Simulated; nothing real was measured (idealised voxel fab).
The document below concerns the process module designated voxel gate over fins.
The cross-section on display is named cut; it measures 295 nm wide, and its cells are 5 nm squares.
Reading order for cross-sections: top band down to bottom band. Underlying form: a grid of square cells. Band size: one or more rows of cells.
Look at the band entry: it leads with the top's height and the bottom's height in nm. Then it lists the materials left to right, with a width in nm for each. The word "edge to edge" on a single material says that material fills the band edge to edge. The word "air" is empty space.
Heads up on the height convention: 0 is the point under which the incoming wafer is all one material, and the lowest band has no bottom, it just keeps going down, like "0 down".
With a width like "30->40", each row of cells in the band differs from the next by the same amount, the top row carrying the first number and the bottom row the second.
Reading "remained the same" for a step: not a cell of the cross-section changed in it.
Voids not open to the top, 8 cells minimum: see "Trapped voids". Written width x height at distance; distance is from the left edge; nm.
Where a step's line continues beyond its settings, the continuation is a remark by the simulator itself on that step.
When a step includes a mask, the "overlay nm" setting on its line states how far to the right of its planned place that mask lay, and negative values state how far to the left.
# Below is the list of planned process steps
1: RECEIVE: material Si
2: CONFORMAL_DEP: material SiN, thk nm 5
3: PATTERN: tone cover, mask id FINS, material resist, width nm 15, pitch nm 35, thk nm 15, overlay nm 0
4: DIRECTIONAL_ETCH: etch materials SiN, depth nm 5
5: DIRECTIONAL_ETCH: etch materials Si, depth nm 40
6: STRIP: etch materials resist
7: FILL_DEP: material SiO2, thk nm 5
8: CMP: height nm 5
9: SELECTIVE_ETCH: etch materials SiO2, depth nm 20
10: STRIP: etch materials SiN
11: CONFORMAL_DEP: material HfO2, thk nm 5
12: CONFORMAL_DEP: material TiN, thk nm 5
13: CONFORMAL_DEP: material TiAl, thk nm 5
14: CONFORMAL_DEP: material TiN, thk nm 5
15: FILL_DEP: material W, thk nm 15
16: CMP: height nm 30
17: CONFORMAL_DEP: material SiCN, thk nm 10
# first wafer, as planned
# Shown in cross-section is the wafer as received, that is, as it stands after step 1
- 0 down = Si edge to edge
- Trapped voids: none
# You're looking at a cross-section of the wafer after step 2
- 5 to 0 = SiN edge to edge
- Below 0, no change.
# You're looking at a cross-section of the wafer after step 3
- 20 to 5 = air 85  resist 15  air 20  resist 15  air 20  resist 15  air 20  resist 15  air 90
- Below 5, no change.
# You're looking at a cross-section of the wafer after step 4
- 20 to 5 = air 85  resist 15  air 20  resist 15  air 20  resist 15  air 20  resist 15  air 90
- 5 to 0 = air 85  SiN 15  air 20  SiN 15  air 20  SiN 15  air 20  SiN 15  air 90
- Below 0, no change.
# You're looking at a cross-section of the wafer after step 5
- 20 to 5 = air 85  resist 15  air 20  resist 15  air 20  resist 15  air 20  resist 15  air 90
- 5 to 0 = air 85  SiN 15  air 20  SiN 15  air 20  SiN 15  air 20  SiN 15  air 90
- 0 to -40 = air 85  Si 15  air 20  Si 15  air 20  Si 15  air 20  Si 15  air 90
- Below -40, no change.
# You're looking at a cross-section of the wafer after step 6
- 5 to 0 = air 85  SiN 15  air 20  SiN 15  air 20  SiN 15  air 20  SiN 15  air 90
- Below 0, no change.
# You're looking at a cross-section of the wafer after step 7
- 10 to 5 = SiO2 edge to edge
- 5 to 0 = SiO2 85  SiN 15  SiO2 20  SiN 15  SiO2 20  SiN 15  SiO2 20  SiN 15  SiO2 90
- 0 to -40 = SiO2 85  Si 15  SiO2 20  Si 15  SiO2 20  Si 15  SiO2 20  Si 15  SiO2 90
- Below -40, no change.
# You're looking at a cross-section of the wafer after step 8
- 5 to 0 = SiO2 85  SiN 15  SiO2 20  SiN 15  SiO2 20  SiN 15  SiO2 20  SiN 15  SiO2 90
- Below 0, no change.
# You're looking at a cross-section of the wafer after step 9
- 5 to 0 = air 85  SiN 15  air 20  SiN 15  air 20  SiN 15  air 20  SiN 15  air 90
- 0 to -15 = air 85  Si 15  air 20  Si 15  air 20  Si 15  air 20  Si 15  air 90
- Below -15, no change.
# You're looking at a cross-section of the wafer after step 10
- 0 to -15 = air 85  Si 15  air 20  Si 15  air 20  Si 15  air 20  Si 15  air 90
- Below -15, no change.
# You're looking at a cross-section of the wafer after step 11
- 5 to 0 = air 80  HfO2 25  air 10  HfO2 25  air 10  HfO2 25  air 10  HfO2 25  air 85
- 0 to -10 = air 80  HfO2 5  Si 15  HfO2 5  air 10  HfO2 5  Si 15  HfO2 5  air 10  HfO2 5  Si 15  HfO2 5  air 10  HfO2 5  Si 15  HfO2 5  air 85
- -10 to -15 = HfO2 85  Si 15  HfO2 20  Si 15  HfO2 20  Si 15  HfO2 20  Si 15  HfO2 90
- Below -15, no change.
# You're looking at a cross-section of the wafer after step 12
- 10 to 5 = air 75  TiN 140  air 80
- 5 to 0 = air 75  TiN 5  HfO2 25  TiN 10  HfO2 25  TiN 10  HfO2 25  TiN 10  HfO2 25  TiN 5  air 80
- 0 to -5 = air 75  TiN 5  HfO2 5  Si 15  HfO2 5  TiN 10  HfO2 5  Si 15  HfO2 5  TiN 10  HfO2 5  Si 15  HfO2 5  TiN 10  HfO2 5  Si 15  HfO2 5  TiN 5  air 80
- -5 to -10 = TiN 80  HfO2 5  Si 15  HfO2 5  TiN 10  HfO2 5  Si 15  HfO2 5  TiN 10  HfO2 5  Si 15  HfO2 5  TiN 10  HfO2 5  Si 15  HfO2 5  TiN 85
- Below -10, no change.
# You're looking at a cross-section of the wafer after step 13
- 15 to 10 = air 70  TiAl 150  air 75
- 10 to 5 = air 70  TiAl 5  TiN 140  TiAl 5  air 75
- 5 to 0 = air 70  TiAl 5  TiN 5  HfO2 25  TiN 10  HfO2 25  TiN 10  HfO2 25  TiN 10  HfO2 25  TiN 5  TiAl 5  air 75
- 0 to -5 = TiAl 75  TiN 5  HfO2 5  Si 15  HfO2 5  TiN 10  HfO2 5  Si 15  HfO2 5  TiN 10  HfO2 5  Si 15  HfO2 5  TiN 10  HfO2 5  Si 15  HfO2 5  TiN 5  TiAl 80
- Below -5, no change.
# You're looking at a cross-section of the wafer after step 14
- 20 to 15 = air 65  TiN 160  air 70
- 15 to 10 = air 65  TiN 5  TiAl 150  TiN 5  air 70
- 10 to 5 = air 65  TiN 5  TiAl 5  TiN 140  TiAl 5  TiN 5  air 70
- 5 to 0 = TiN 70  TiAl 5  TiN 5  HfO2 25  TiN 10  HfO2 25  TiN 10  HfO2 25  TiN 10  HfO2 25  TiN 5  TiAl 5  TiN 75
- Below 0, no change.
# You're looking at a cross-section of the wafer after step 15
- 35 to 20 = W edge to edge
- 20 to 15 = W 65  TiN 160  W 70
- 15 to 10 = W 65  TiN 5  TiAl 150  TiN 5  W 70
- 10 to 5 = W 65  TiN 5  TiAl 5  TiN 140  TiAl 5  TiN 5  W 70
- Below 5, no change.
# You're looking at a cross-section of the wafer after step 16
- 30 to 20 = W edge to edge
- Below 20, no change.
# You're looking at a cross-section of the wafer after step 17
- 40 to 30 = SiCN edge to edge
- Below 30, no change.
# What follows concerns the second wafer, which started out like the first and was meant to follow the very same plan; one mistake crept in when it was run, but everything up to and including step 15 is the same as for the first wafer
# X-section, second wafer, when step 16 was due to finish
- 25 to 20 = W edge to edge
- Below 20, no change.
# X-section, second wafer, when step 17 was due to finish
- 35 to 25 = SiCN edge to edge
- Below 25, no change.
Where did the run depart from the plan? so step 16 ended up running with a different setting than we planned, it ran as CMP: height nm 25
Heads up, by the end the second wafer has more or fewer cells of some materials compared to the first: 59 fewer of W
